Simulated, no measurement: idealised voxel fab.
process module | voxel capacitor over wiring
cross-section cut | 280 nm wide | cells 5 nm
A cross-section is a grid of square cells, given in bands from the top down. A band is one or more rows of cells.
Each band's line starts with the height of the band's top and of its bottom, in nm. Then come its materials from left to right, each with its width in nm. One material with "throughout" fills the band from edge to edge. "air" is empty space.
Height 0 is the level under which the wafer as received is all one material. The lowest band goes on downwards, as in "0 down".
A width such as "30 to 40" changes by the same amount from each row of cells to the next, from the band's top row to its bottom row.
"no change" after a step means that no cell of the cross-section changed.
closed voids: empty space of 8 cells or more with no open way to the top, each as width x height at its distance from the left edge, in nm
after a step's settings: what the simulator itself notes on the step
overlay nm, on a step with a mask: how far to the right of its planned place the mask lay; to the left if negative
plan
1 op RECEIVE | material Si
2 op CONFORMAL_DEP | material SiO2 | thk nm 10
3 op CONFORMAL_DEP | material SiN | thk nm 5
4 op DIRECTIONAL_DEP | material SiO2 | thk nm 15
5 op PATTERN | tone open | mask id METAL_1 | material resist | width nm 20 | pitch nm 70 | thk nm 15 | overlay nm 0
6 op DIRECTIONAL_ETCH | etch materials SiO2 | depth nm 15
7 op DIRECTIONAL_ETCH | etch materials SiN | depth nm 5
8 op STRIP | etch materials resist
9 op CONFORMAL_DEP | material TiN | thk nm 5
10 op FILL_DEP | material W | thk nm 10
11 op CMP | height nm 30
12 op EPI | material Ru | thk nm 5
13 op FILL_DEP | material SiCN | thk nm 5
14 op DIRECTIONAL_DEP | material lowk | thk nm 10
15 op DIRECTIONAL_DEP | material aC | thk nm 15
16 op PATTERN | tone open | mask id PLUG_1 | material resist | width nm 15 | thk nm 35 | overlay nm 0
17 op DIRECTIONAL_ETCH | etch materials aC | depth nm 15
18 op STRIP | etch materials resist
19 op DIRECTIONAL_ETCH | etch materials lowk | depth nm 10
20 op DIRECTIONAL_ETCH | etch materials SiCN | depth nm 5
21 op STRIP | etch materials aC
22 op CONFORMAL_DEP | material TiN | thk nm 5
23 op FILL_DEP | material Ru | thk nm 10
24 op CMP | height nm 50
25 op DIRECTIONAL_DEP | material TiN | thk nm 5
26 op DIRECTIONAL_DEP | material HfO2 | thk nm 5
27 op DIRECTIONAL_DEP | material TiN | thk nm 5
28 op DIRECTIONAL_DEP | material aC | thk nm 10
29 op PATTERN | tone cover | mask id UPPER_PLATE | material resist | width nm 55 | thk nm 25 | overlay nm 0
30 op DIRECTIONAL_ETCH | etch materials aC | depth nm 10
31 op STRIP | etch materials resist
32 op DIRECTIONAL_ETCH | etch materials TiN | depth nm 5
33 op DIRECTIONAL_ETCH | etch materials HfO2 | depth nm 5
34 op STRIP | etch materials aC
35 op MASKED_ETCH | tone cover | mask id LOWER_PLATE | width nm 65 | etch materials TiN | depth nm 5 | overlay nm 0
36 op FILL_DEP | material SiO2 | thk nm 15
37 op CMP | height nm 75
38 op DIRECTIONAL_DEP | material aC | thk nm 15
39 op PATTERN | tone open | mask id PLUG_2 | material resist | width nm 15 | thk nm 30 | overlay nm 0
40 op DIRECTIONAL_ETCH | etch materials aC | depth nm 15
41 op STRIP | etch materials resist
42 op DIRECTIONAL_ETCH | etch materials SiO2 | depth nm 10
43 op STRIP | etch materials aC
44 op CONFORMAL_DEP | material TiN | thk nm 5
45 op FILL_DEP | material Cu | thk nm 10
46 op CMP | height nm 75
47 op CONFORMAL_DEP | material SiCN | thk nm 5
as received, after step 1
  0 down: Si throughout
  closed voids: none
first wafer at the end, as planned
  80 to 75: SiCN throughout
  75 to 70: SiO2 110 | TiN 5 | Cu 5 | TiN 5 | SiO2 155
  70 to 60: SiO2 110 to 100 | TiN 15 to 55 | SiO2 155 to 125
  60 to 55: SiO2 100 | HfO2 55 | SiO2 125
  55 to 50: SiO2 95 | TiN 65 | SiO2 120
  50 to 40: lowk 100 | TiN 5 | Ru 5 | TiN 5 | lowk 165
  40 to 35: SiCN 100 | TiN 15 | SiCN 165
  35 to 30: SiCN 90 | Ru 30 | SiCN 40 | Ru 30 | SiCN 90
  30 to 15: SiO2 95 | TiN 5 | W 10 | TiN 5 | SiO2 50 | TiN 5 | W 10 | TiN 5 | SiO2 95
  15 to 10: SiN 95 | TiN 20 | SiN 50 | TiN 20 | SiN 95
  10 to 0: SiO2 throughout
  0 down: Si throughout
  closed voids: none
second wafer at the end: like start, like plan, one mistake
  80 to 75: SiCN throughout
  75 to 70: SiO2 110 | TiN 5 | Cu 5 | TiN 5 | SiO2 155
  70 to 60: SiO2 110 to 100 | TiN 15 to 55 | SiO2 155 to 125
  60 to 55: SiO2 100 | HfO2 55 | SiO2 125
  55 to 50: SiO2 95 | TiN 65 | SiO2 120
  50 to 45: Ru 85 | TiN 20 | Ru 5 | TiN 15 | Ru 30 | TiN 40 | Ru 85
  45 to 40: TiN 90 | lowk 10 | TiN 5 | Ru 5 | TiN 5 | lowk 5 | TiN 40 | lowk 30 | TiN 90
  40 to 35: lowk 100 | TiN 15 | lowk 165
  35 to 30: lowk 90 | Ru 30 | lowk 40 | Ru 30 | lowk 90
  30 to 15: SiO2 95 | TiN 5 | W 10 | TiN 5 | SiO2 50 | TiN 5 | W 10 | TiN 5 | SiO2 95
  15 to 10: SiN 95 | TiN 20 | SiN 50 | TiN 20 | SiN 95
  10 to 0: SiO2 throughout
  0 down: Si throughout
  closed voids: none
what went wrong: step 13 was left out
at the end the second wafer has, in cells: 40 more of Ru | 97 fewer of SiCN | 57 more of TiN
